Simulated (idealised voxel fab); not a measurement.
Process module heading - voxel wiring stack
The width of the displayed cross-section, cut, is 260 nm; its cells are square, with a size of 5 nm.
If you're reading a cross-section in this doc, picture square cells in a grid; it comes to you as bands, top ones listed first down to the bottom, and a band can be one or more rows of cells. Each band's line starts with the height of the band's top and of its bottom, in nm. Then come its materials from left to right, each with its width in nm. One material with "throughout" fills the band from edge to edge. "blank" is empty space. Height datum 0, below which the as-received substrate wafer is one material. Lowest band open at the bottom, running downward: "z 0 and below". Graded width ("30..40"): value in top row of band = first number; value in bottom row = second number; row-to-row change constant. What does "same as before" mean for a step? It means no cell of the cross-section changed in that step. Entry "Completely sealed voids" = empty spaces >= 8 cells with no open way to the top; each as width x height at distance, distance from left edge, all nm. Post-settings text on a step line: simulator's own remark regarding the step. If you see "overlay nm" on a step's line and that step has a mask, it's telling you how far right of where it was planned the mask ended up; a negative number means it went left instead.
## List of planned process steps
step 1: op RECEIVE | material Si
step 2: op CONFORMAL_DEP | material SiO2 | thk nm 10
step 3: op DIRECTIONAL_DEP | material TiN | thk nm 5
step 4: op DIRECTIONAL_DEP | material Ru | thk nm 25
step 5: op DIRECTIONAL_DEP | material aC | thk nm 10
step 6: op PATTERN | tone cover | mask id METAL_1 | material resist | width nm 20 | pitch nm 50 | thk nm 25 | overlay nm 0
step 7: op DIRECTIONAL_ETCH | etch materials aC | depth nm 10
step 8: op STRIP | etch materials resist
step 9: op DIRECTIONAL_ETCH | etch materials Ru | depth nm 25
step 10: op DIRECTIONAL_ETCH | etch materials TiN | depth nm 5
step 11: op STRIP | etch materials aC
step 12: op CONFORMAL_DEP | material SiN | thk nm 5
step 13: op FILL_DEP | material lowk | thk nm 10
step 14: op CMP | height nm 40
step 15: op CONFORMAL_DEP | material SiCN | thk nm 5
step 16: op DIRECTIONAL_DEP | material lowk | thk nm 25
step 17: op MASKED_ETCH | tone open | mask id METAL_2_HOLES | width nm 15 | pitch nm 50 | etch materials lowk | depth nm 25 | overlay nm 0
step 18: op PATTERN | tone open | mask id METAL_2 | material resist | width nm 20 | pitch nm 50 | thk nm 20 | overlay nm 0
step 19: op DIRECTIONAL_ETCH | etch materials lowk | depth nm 15
step 20: op DIRECTIONAL_ETCH | etch materials SiCN | depth nm 5
step 21: op STRIP | etch materials resist
step 22: op CONFORMAL_DEP | material TiN | thk nm 5
step 23: op FILL_DEP | material Ru | thk nm 5
step 24: op CMP | height nm 70
step 25: op CONFORMAL_DEP | material SiCN | thk nm 5
step 26: op DIRECTIONAL_DEP | material lowk | thk nm 35
step 27: op PATTERN | tone open | mask id METAL_3 | material resist | width nm 20 | pitch nm 50 | thk nm 20 | overlay nm 0
step 28: op DIRECTIONAL_ETCH | etch materials lowk | depth nm 20
step 29: op STRIP | etch materials resist
step 30: op MASKED_ETCH | tone open | mask id METAL_3_HOLES | width nm 15 | pitch nm 50 | etch materials lowk | depth nm 15 | overlay nm 0
step 31: op MASKED_ETCH | tone open | mask id METAL_3_HOLES | width nm 15 | pitch nm 50 | etch materials SiCN | depth nm 5 | overlay nm 0
step 32: op CONFORMAL_DEP | material TiN | thk nm 5
step 33: op FILL_DEP | material Cu | thk nm 5
step 34: op CMP | height nm 110
step 35: op CONFORMAL_DEP | material SiCN | thk nm 5
## What follows covers the first of two wafers; it ran as planned
## Cross-section, incoming material, after step 1
> z 0 and below = Si throughout
> Completely sealed voids: none
## Once step 2 is through, the wafer looks like this in cross-section
> z 10 to 0 = SiO2 throughout
> Below 0 it's all the same as before, nothing changed down there.
## Once step 3 is through, the wafer looks like this in cross-section
> z 15 to 10 = TiN throughout
> Below 10 it's all the same as before, nothing changed down there.
## Once step 4 is through, the wafer looks like this in cross-section
> z 40 to 15 = Ru throughout
> Below 15 it's all the same as before, nothing changed down there.
## Once step 5 is through, the wafer looks like this in cross-section
> z 50 to 40 = aC throughout
> Below 40 it's all the same as before, nothing changed down there.
## Once step 6 is through, the wafer looks like this in cross-section
> z 75 to 50 = 45 nm blank, 20 nm resist, 30 nm blank, 20 nm resist, 30 nm blank, 20 nm resist, 30 nm blank, 20 nm resist, 45 nm blank
> Below 50 it's all the same as before, nothing changed down there.
## Once step 7 is through, the wafer looks like this in cross-section
> z 65 to 50 = 45 nm blank, 20 nm resist, 30 nm blank, 20 nm resist, 30 nm blank, 20 nm resist, 30 nm blank, 20 nm resist, 45 nm blank
> z 50 to 40 = 45 nm blank, 20 nm aC, 30 nm blank, 20 nm aC, 30 nm blank, 20 nm aC, 30 nm blank, 20 nm aC, 45 nm blank
> Below 40 it's all the same as before, nothing changed down there.
## Once step 8 is through, the wafer looks like this in cross-section
> z 50 to 40 = 45 nm blank, 20 nm aC, 30 nm blank, 20 nm aC, 30 nm blank, 20 nm aC, 30 nm blank, 20 nm aC, 45 nm blank
> Below 40 it's all the same as before, nothing changed down there.
## Once step 9 is through, the wafer looks like this in cross-section
> z 50 to 40 = 45 nm blank, 20 nm aC, 30 nm blank, 20 nm aC, 30 nm blank, 20 nm aC, 30 nm blank, 20 nm aC, 45 nm blank
> z 40 to 15 = 45 nm blank, 20 nm Ru, 30 nm blank, 20 nm Ru, 30 nm blank, 20 nm Ru, 30 nm blank, 20 nm Ru, 45 nm blank
> Below 15 it's all the same as before, nothing changed down there.
## Once step 10 is through, the wafer looks like this in cross-section
> z 50 to 40 = 45 nm blank, 20 nm aC, 30 nm blank, 20 nm aC, 30 nm blank, 20 nm aC, 30 nm blank, 20 nm aC, 45 nm blank
> z 40 to 15 = 45 nm blank, 20 nm Ru, 30 nm blank, 20 nm Ru, 30 nm blank, 20 nm Ru, 30 nm blank, 20 nm Ru, 45 nm blank
> z 15 to 10 = 45 nm blank, 20 nm TiN, 30 nm blank, 20 nm TiN, 30 nm blank, 20 nm TiN, 30 nm blank, 20 nm TiN, 45 nm blank
> Below 10 it's all the same as before, nothing changed down there.
## Once step 11 is through, the wafer looks like this in cross-section
> z 40 to 15 = 45 nm blank, 20 nm Ru, 30 nm blank, 20 nm Ru, 30 nm blank, 20 nm Ru, 30 nm blank, 20 nm Ru, 45 nm blank
> Below 15 it's all the same as before, nothing changed down there.
## Once step 12 is through, the wafer looks like this in cross-section
> z 45 to 40 = 40 nm blank, 30 nm SiN, 20 nm blank, 30 nm SiN, 20 nm blank, 30 nm SiN, 20 nm blank, 30 nm SiN, 40 nm blank
> z 40 to 15 = 40 nm blank, 5 nm SiN, 20 nm Ru, 5 nm SiN, 20 nm blank, 5 nm SiN, 20 nm Ru, 5 nm SiN, 20 nm blank, 5 nm SiN, 20 nm Ru, 5 nm SiN, 20 nm blank, 5 nm SiN, 20 nm Ru, 5 nm SiN, 40 nm blank
> z 15 to 10 = 45 nm SiN, 20 nm TiN, 30 nm SiN, 20 nm TiN, 30 nm SiN, 20 nm TiN, 30 nm SiN, 20 nm TiN, 45 nm SiN
> Below 10 it's all the same as before, nothing changed down there.
## Once step 13 is through, the wafer looks like this in cross-section
> z 55 to 45 = lowk throughout
> z 45 to 40 = 40 nm lowk, 30 nm SiN, 20 nm lowk, 30 nm SiN, 20 nm lowk, 30 nm SiN, 20 nm lowk, 30 nm SiN, 40 nm lowk
> z 40 to 15 = 40 nm lowk, 5 nm SiN, 20 nm Ru, 5 nm SiN, 20 nm lowk, 5 nm SiN, 20 nm Ru, 5 nm SiN, 20 nm lowk, 5 nm SiN, 20 nm Ru, 5 nm SiN, 20 nm lowk, 5 nm SiN, 20 nm Ru, 5 nm SiN, 40 nm lowk
> Below 15 it's all the same as before, nothing changed down there.
## Once step 14 is through, the wafer looks like this in cross-section
> z 40 to 15 = 40 nm lowk, 5 nm SiN, 20 nm Ru, 5 nm SiN, 20 nm lowk, 5 nm SiN, 20 nm Ru, 5 nm SiN, 20 nm lowk, 5 nm SiN, 20 nm Ru, 5 nm SiN, 20 nm lowk, 5 nm SiN, 20 nm Ru, 5 nm SiN, 40 nm lowk
> Below 15 it's all the same as before, nothing changed down there.
## Once step 15 is through, the wafer looks like this in cross-section
> z 45 to 40 = SiCN throughout
> Below 40 it's all the same as before, nothing changed down there.
## Once step 16 is through, the wafer looks like this in cross-section
> z 70 to 45 = lowk throughout
> Below 45 it's all the same as before, nothing changed down there.
## Once step 17 is through, the wafer looks like this in cross-section
> z 70 to 45 = 45 nm lowk, 15 nm blank, 35 nm lowk, 15 nm blank, 35 nm lowk, 15 nm blank, 35 nm lowk, 15 nm blank, 50 nm lowk
> Below 45 it's all the same as before, nothing changed down there.
## Once step 18 is through, the wafer looks like this in cross-section
> z 90 to 70 = 45 nm resist, 20 nm blank, 30 nm resist, 20 nm blank, 30 nm resist, 20 nm blank, 30 nm resist, 20 nm blank, 45 nm resist
> Below 70 it's all the same as before, nothing changed down there.
## Once step 19 is through, the wafer looks like this in cross-section
> z 90 to 70 = 45 nm resist, 20 nm blank, 30 nm resist, 20 nm blank, 30 nm resist, 20 nm blank, 30 nm resist, 20 nm blank, 45 nm resist
> z 70 to 55 = 45 nm lowk, 20 nm blank, 30 nm lowk, 20 nm blank, 30 nm lowk, 20 nm blank, 30 nm lowk, 20 nm blank, 45 nm lowk
> Below 55 it's all the same as before, nothing changed down there.
## Once step 20 is through, the wafer looks like this in cross-section
> z 90 to 70 = 45 nm resist, 20 nm blank, 30 nm resist, 20 nm blank, 30 nm resist, 20 nm blank, 30 nm resist, 20 nm blank, 45 nm resist
> z 70 to 55 = 45 nm lowk, 20 nm blank, 30 nm lowk, 20 nm blank, 30 nm lowk, 20 nm blank, 30 nm lowk, 20 nm blank, 45 nm lowk
> z 55 to 45 = 45 nm lowk, 15 nm blank, 35 nm lowk, 15 nm blank, 35 nm lowk, 15 nm blank, 35 nm lowk, 15 nm blank, 50 nm lowk
> z 45 to 40 = 45 nm SiCN, 15 nm blank, 35 nm SiCN, 15 nm blank, 35 nm SiCN, 15 nm blank, 35 nm SiCN, 15 nm blank, 50 nm SiCN
> Below 40 it's all the same as before, nothing changed down there.
## Once step 21 is through, the wafer looks like this in cross-section
> z 70 to 55 = 45 nm lowk, 20 nm blank, 30 nm lowk, 20 nm blank, 30 nm lowk, 20 nm blank, 30 nm lowk, 20 nm blank, 45 nm lowk
> Below 55 it's all the same as before, nothing changed down there.
## Once step 22 is through, the wafer looks like this in cross-section
> z 75 to 70 = 50 nm TiN, 10 nm blank, 40 nm TiN, 10 nm blank, 40 nm TiN, 10 nm blank, 40 nm TiN, 10 nm blank, 50 nm TiN
> z 70 to 60 = 45 nm lowk, 5 nm TiN, 10 nm blank, 5 nm TiN, 30 nm lowk, 5 nm TiN, 10 nm blank, 5 nm TiN, 30 nm lowk, 5 nm TiN, 10 nm blank, 5 nm TiN, 30 nm lowk, 5 nm TiN, 10 nm blank, 5 nm TiN, 45 nm lowk
> z 60 to 55 = 45 nm lowk, 5 nm TiN, 5 nm blank, 10 nm TiN, 30 nm lowk, 5 nm TiN, 5 nm blank, 10 nm TiN, 30 nm lowk, 5 nm TiN, 5 nm blank, 10 nm TiN, 30 nm lowk, 5 nm TiN, 5 nm blank, 10 nm TiN, 45 nm lowk
> z 55 to 45 = 45 nm lowk, 5 nm TiN, 5 nm blank, 5 nm TiN, 35 nm lowk, 5 nm TiN, 5 nm blank, 5 nm TiN, 35 nm lowk, 5 nm TiN, 5 nm blank, 5 nm TiN, 35 nm lowk, 5 nm TiN, 5 nm blank, 5 nm TiN, 50 nm lowk
> z 45 to 40 = 45 nm SiCN, 15 nm TiN, 35 nm SiCN, 15 nm TiN, 35 nm SiCN, 15 nm TiN, 35 nm SiCN, 15 nm TiN, 50 nm SiCN
> Below 40 it's all the same as before, nothing changed down there.
## Once step 23 is through, the wafer looks like this in cross-section
> z 80 to 75 = Ru throughout
> z 75 to 70 = 50 nm TiN, 10 nm Ru, 40 nm TiN, 10 nm Ru, 40 nm TiN, 10 nm Ru, 40 nm TiN, 10 nm Ru, 50 nm TiN
> z 70 to 60 = 45 nm lowk, 5 nm TiN, 10 nm Ru, 5 nm TiN, 30 nm lowk, 5 nm TiN, 10 nm Ru, 5 nm TiN, 30 nm lowk, 5 nm TiN, 10 nm Ru, 5 nm TiN, 30 nm lowk, 5 nm TiN, 10 nm Ru, 5 nm TiN, 45 nm lowk
> z 60 to 55 = 45 nm lowk, 5 nm TiN, 5 nm Ru, 10 nm TiN, 30 nm lowk, 5 nm TiN, 5 nm Ru, 10 nm TiN, 30 nm lowk, 5 nm TiN, 5 nm Ru, 10 nm TiN, 30 nm lowk, 5 nm TiN, 5 nm Ru, 10 nm TiN, 45 nm lowk
> z 55 to 45 = 45 nm lowk, 5 nm TiN, 5 nm Ru, 5 nm TiN, 35 nm lowk, 5 nm TiN, 5 nm Ru, 5 nm TiN, 35 nm lowk, 5 nm TiN, 5 nm Ru, 5 nm TiN, 35 nm lowk, 5 nm TiN, 5 nm Ru, 5 nm TiN, 50 nm lowk
> Below 45 it's all the same as before, nothing changed down there.
## Once step 24 is through, the wafer looks like this in cross-section
> z 70 to 60 = 45 nm lowk, 5 nm TiN, 10 nm Ru, 5 nm TiN, 30 nm lowk, 5 nm TiN, 10 nm Ru, 5 nm TiN, 30 nm lowk, 5 nm TiN, 10 nm Ru, 5 nm TiN, 30 nm lowk, 5 nm TiN, 10 nm Ru, 5 nm TiN, 45 nm lowk
> Below 60 it's all the same as before, nothing changed down there.
## Once step 25 is through, the wafer looks like this in cross-section
> z 75 to 70 = SiCN throughout
> Below 70 it's all the same as before, nothing changed down there.
## Once step 26 is through, the wafer looks like this in cross-section
> z 110 to 75 = lowk throughout
> Below 75 it's all the same as before, nothing changed down there.
## Once step 27 is through, the wafer looks like this in cross-section
> z 130 to 110 = 45 nm resist, 20 nm blank, 30 nm resist, 20 nm blank, 30 nm resist, 20 nm blank, 30 nm resist, 20 nm blank, 45 nm resist
> Below 110 it's all the same as before, nothing changed down there.
## Once step 28 is through, the wafer looks like this in cross-section
> z 130 to 110 = 45 nm resist, 20 nm blank, 30 nm resist, 20 nm blank, 30 nm resist, 20 nm blank, 30 nm resist, 20 nm blank, 45 nm resist
> z 110 to 90 = 45 nm lowk, 20 nm blank, 30 nm lowk, 20 nm blank, 30 nm lowk, 20 nm blank, 30 nm lowk, 20 nm blank, 45 nm lowk
> Below 90 it's all the same as before, nothing changed down there.
## Once step 29 is through, the wafer looks like this in cross-section
> z 110 to 90 = 45 nm lowk, 20 nm blank, 30 nm lowk, 20 nm blank, 30 nm lowk, 20 nm blank, 30 nm lowk, 20 nm blank, 45 nm lowk
> Below 90 it's all the same as before, nothing changed down there.
## Once step 30 is through, the wafer looks like this in cross-section
> z 110 to 90 = 45 nm lowk, 20 nm blank, 30 nm lowk, 20 nm blank, 30 nm lowk, 20 nm blank, 30 nm lowk, 20 nm blank, 45 nm lowk
> z 90 to 75 = 45 nm lowk, 15 nm blank, 35 nm lowk, 15 nm blank, 35 nm lowk, 15 nm blank, 35 nm lowk, 15 nm blank, 50 nm lowk
> Below 75 it's all the same as before, nothing changed down there.
## Once step 31 is through, the wafer looks like this in cross-section
> z 110 to 90 = 45 nm lowk, 20 nm blank, 30 nm lowk, 20 nm blank, 30 nm lowk, 20 nm blank, 30 nm lowk, 20 nm blank, 45 nm lowk
> z 90 to 75 = 45 nm lowk, 15 nm blank, 35 nm lowk, 15 nm blank, 35 nm lowk, 15 nm blank, 35 nm lowk, 15 nm blank, 50 nm lowk
> z 75 to 70 = 45 nm SiCN, 15 nm blank, 35 nm SiCN, 15 nm blank, 35 nm SiCN, 15 nm blank, 35 nm SiCN, 15 nm blank, 50 nm SiCN
> Below 70 it's all the same as before, nothing changed down there.
## Once step 32 is through, the wafer looks like this in cross-section
> z 115 to 110 = 50 nm TiN, 10 nm blank, 40 nm TiN, 10 nm blank, 40 nm TiN, 10 nm blank, 40 nm TiN, 10 nm blank, 50 nm TiN
> z 110 to 95 = 45 nm lowk, 5 nm TiN, 10 nm blank, 5 nm TiN, 30 nm lowk, 5 nm TiN, 10 nm blank, 5 nm TiN, 30 nm lowk, 5 nm TiN, 10 nm blank, 5 nm TiN, 30 nm lowk, 5 nm TiN, 10 nm blank, 5 nm TiN, 45 nm lowk
> z 95 to 90 = 45 nm lowk, 5 nm TiN, 5 nm blank, 10 nm TiN, 30 nm lowk, 5 nm TiN, 5 nm blank, 10 nm TiN, 30 nm lowk, 5 nm TiN, 5 nm blank, 10 nm TiN, 30 nm lowk, 5 nm TiN, 5 nm blank, 10 nm TiN, 45 nm lowk
> z 90 to 75 = 45 nm lowk, 5 nm TiN, 5 nm blank, 5 nm TiN, 35 nm lowk, 5 nm TiN, 5 nm blank, 5 nm TiN, 35 nm lowk, 5 nm TiN, 5 nm blank, 5 nm TiN, 35 nm lowk, 5 nm TiN, 5 nm blank, 5 nm TiN, 50 nm lowk
> z 75 to 70 = 45 nm SiCN, 15 nm TiN, 35 nm SiCN, 15 nm TiN, 35 nm SiCN, 15 nm TiN, 35 nm SiCN, 15 nm TiN, 50 nm SiCN
> Below 70 it's all the same as before, nothing changed down there.
## Once step 33 is through, the wafer looks like this in cross-section
> z 120 to 115 = Cu throughout
> z 115 to 110 = 50 nm TiN, 10 nm Cu, 40 nm TiN, 10 nm Cu, 40 nm TiN, 10 nm Cu, 40 nm TiN, 10 nm Cu, 50 nm TiN
> z 110 to 95 = 45 nm lowk, 5 nm TiN, 10 nm Cu, 5 nm TiN, 30 nm lowk, 5 nm TiN, 10 nm Cu, 5 nm TiN, 30 nm lowk, 5 nm TiN, 10 nm Cu, 5 nm TiN, 30 nm lowk, 5 nm TiN, 10 nm Cu, 5 nm TiN, 45 nm lowk
> z 95 to 90 = 45 nm lowk, 5 nm TiN, 5 nm Cu, 10 nm TiN, 30 nm lowk, 5 nm TiN, 5 nm Cu, 10 nm TiN, 30 nm lowk, 5 nm TiN, 5 nm Cu, 10 nm TiN, 30 nm lowk, 5 nm TiN, 5 nm Cu, 10 nm TiN, 45 nm lowk
> z 90 to 75 = 45 nm lowk, 5 nm TiN, 5 nm Cu, 5 nm TiN, 35 nm lowk, 5 nm TiN, 5 nm Cu, 5 nm TiN, 35 nm lowk, 5 nm TiN, 5 nm Cu, 5 nm TiN, 35 nm lowk, 5 nm TiN, 5 nm Cu, 5 nm TiN, 50 nm lowk
> Below 75 it's all the same as before, nothing changed down there.
## Once step 34 is through, the wafer looks like this in cross-section
> z 110 to 95 = 45 nm lowk, 5 nm TiN, 10 nm Cu, 5 nm TiN, 30 nm lowk, 5 nm TiN, 10 nm Cu, 5 nm TiN, 30 nm lowk, 5 nm TiN, 10 nm Cu, 5 nm TiN, 30 nm lowk, 5 nm TiN, 10 nm Cu, 5 nm TiN, 45 nm lowk
> Below 95 it's all the same as before, nothing changed down there.
## Once step 35 is through, the wafer looks like this in cross-section
> z 115 to 110 = SiCN throughout
> Below 110 it's all the same as before, nothing changed down there.
## Wafer two. Identical start, identical plan. One mistake in execution. Identical history through step 26
## Cross-section of the second wafer corresponding to the planned conclusion of step 27
> z 130 to 110 = 50 nm resist, 15 nm blank, 35 nm resist, 15 nm blank, 35 nm resist, 15 nm blank, 35 nm resist, 15 nm blank, 45 nm resist
> Below 110 it's all the same as before, nothing changed down there.
## Cross-section of the second wafer corresponding to the planned conclusion of step 28
> z 130 to 110 = 50 nm resist, 15 nm blank, 35 nm resist, 15 nm blank, 35 nm resist, 15 nm blank, 35 nm resist, 15 nm blank, 45 nm resist
> z 110 to 90 = 50 nm lowk, 15 nm blank, 35 nm lowk, 15 nm blank, 35 nm lowk, 15 nm blank, 35 nm lowk, 15 nm blank, 45 nm lowk
> Below 90 it's all the same as before, nothing changed down there.
## Cross-section of the second wafer corresponding to the planned conclusion of step 29
> z 110 to 90 = 50 nm lowk, 15 nm blank, 35 nm lowk, 15 nm blank, 35 nm lowk, 15 nm blank, 35 nm lowk, 15 nm blank, 45 nm lowk
> Below 90 it's all the same as before, nothing changed down there.
## Cross-section of the second wafer corresponding to the planned conclusion of step 30
> z 110 to 95 = 45 nm lowk, 20 nm blank, 30 nm lowk, 20 nm blank, 30 nm lowk, 20 nm blank, 30 nm lowk, 20 nm blank, 45 nm lowk
> z 95 to 90 = 50 nm lowk, 15 nm blank, 35 nm lowk, 15 nm blank, 35 nm lowk, 15 nm blank, 35 nm lowk, 15 nm blank, 45 nm lowk
> z 90 to 75 = 50 nm lowk, 10 nm blank, 40 nm lowk, 10 nm blank, 40 nm lowk, 10 nm blank, 40 nm lowk, 10 nm blank, 50 nm lowk
> Below 75 it's all the same as before, nothing changed down there.
## Cross-section of the second wafer corresponding to the planned conclusion of step 31
> z 110 to 95 = 45 nm lowk, 20 nm blank, 30 nm lowk, 20 nm blank, 30 nm lowk, 20 nm blank, 30 nm lowk, 20 nm blank, 45 nm lowk
> z 95 to 90 = 50 nm lowk, 15 nm blank, 35 nm lowk, 15 nm blank, 35 nm lowk, 15 nm blank, 35 nm lowk, 15 nm blank, 45 nm lowk
> z 90 to 75 = 50 nm lowk, 10 nm blank, 40 nm lowk, 10 nm blank, 40 nm lowk, 10 nm blank, 40 nm lowk, 10 nm blank, 50 nm lowk
> z 75 to 70 = 50 nm SiCN, 10 nm blank, 40 nm SiCN, 10 nm blank, 40 nm SiCN, 10 nm blank, 40 nm SiCN, 10 nm blank, 50 nm SiCN
> Below 70 it's all the same as before, nothing changed down there.
## Cross-section of the second wafer corresponding to the planned conclusion of step 32
> z 115 to 110 = 50 nm TiN, 10 nm blank, 40 nm TiN, 10 nm blank, 40 nm TiN, 10 nm blank, 40 nm TiN, 10 nm blank, 50 nm TiN
> z 110 to 100 = 45 nm lowk, 5 nm TiN, 10 nm blank, 5 nm TiN, 30 nm lowk, 5 nm TiN, 10 nm blank, 5 nm TiN, 30 nm lowk, 5 nm TiN, 10 nm blank, 5 nm TiN, 30 nm lowk, 5 nm TiN, 10 nm blank, 5 nm TiN, 45 nm lowk
> z 100 to 95 = 45 nm lowk, 10 nm TiN, 5 nm blank, 5 nm TiN, 30 nm lowk, 10 nm TiN, 5 nm blank, 5 nm TiN, 30 nm lowk, 10 nm TiN, 5 nm blank, 5 nm TiN, 30 nm lowk, 10 nm TiN, 5 nm blank, 5 nm TiN, 45 nm lowk
> z 95 to 90 = 50 nm lowk, 15 nm TiN, 35 nm lowk, 15 nm TiN, 35 nm lowk, 15 nm TiN, 35 nm lowk, 15 nm TiN, 45 nm lowk
> z 90 to 75 = 50 nm lowk, 10 nm TiN, 40 nm lowk, 10 nm TiN, 40 nm lowk, 10 nm TiN, 40 nm lowk, 10 nm TiN, 50 nm lowk
> z 75 to 70 = 50 nm SiCN, 10 nm TiN, 40 nm SiCN, 10 nm TiN, 40 nm SiCN, 10 nm TiN, 40 nm SiCN, 10 nm TiN, 50 nm SiCN
> Below 70 it's all the same as before, nothing changed down there.
## Cross-section of the second wafer corresponding to the planned conclusion of step 33
> z 120 to 115 = Cu throughout
> z 115 to 110 = 50 nm TiN, 10 nm Cu, 40 nm TiN, 10 nm Cu, 40 nm TiN, 10 nm Cu, 40 nm TiN, 10 nm Cu, 50 nm TiN
> z 110 to 100 = 45 nm lowk, 5 nm TiN, 10 nm Cu, 5 nm TiN, 30 nm lowk, 5 nm TiN, 10 nm Cu, 5 nm TiN, 30 nm lowk, 5 nm TiN, 10 nm Cu, 5 nm TiN, 30 nm lowk, 5 nm TiN, 10 nm Cu, 5 nm TiN, 45 nm lowk
> z 100 to 95 = 45 nm lowk, 10 nm TiN, 5 nm Cu, 5 nm TiN, 30 nm lowk, 10 nm TiN, 5 nm Cu, 5 nm TiN, 30 nm lowk, 10 nm TiN, 5 nm Cu, 5 nm TiN, 30 nm lowk, 10 nm TiN, 5 nm Cu, 5 nm TiN, 45 nm lowk
> Below 95 it's all the same as before, nothing changed down there.
## Cross-section of the second wafer corresponding to the planned conclusion of step 34
> z 110 to 100 = 45 nm lowk, 5 nm TiN, 10 nm Cu, 5 nm TiN, 30 nm lowk, 5 nm TiN, 10 nm Cu, 5 nm TiN, 30 nm lowk, 5 nm TiN, 10 nm Cu, 5 nm TiN, 30 nm lowk, 5 nm TiN, 10 nm Cu, 5 nm TiN, 45 nm lowk
> Below 100 it's all the same as before, nothing changed down there.
## Cross-section of the second wafer corresponding to the planned conclusion of step 35
> z 115 to 110 = SiCN throughout
> Below 110 it's all the same as before, nothing changed down there.
Deviation from plan: in deviation from the planned setting, step 27 was conducted as op PATTERN | tone open | mask id METAL_3 | material resist | width nm 15 | pitch nm 50 | thk nm 20 | overlay nm 0
Looking at both finished wafers in cells, the second ends up ahead of or behind the first on some materials: 20 fewer of Cu | 4 more of SiCN | 16 more of lowk
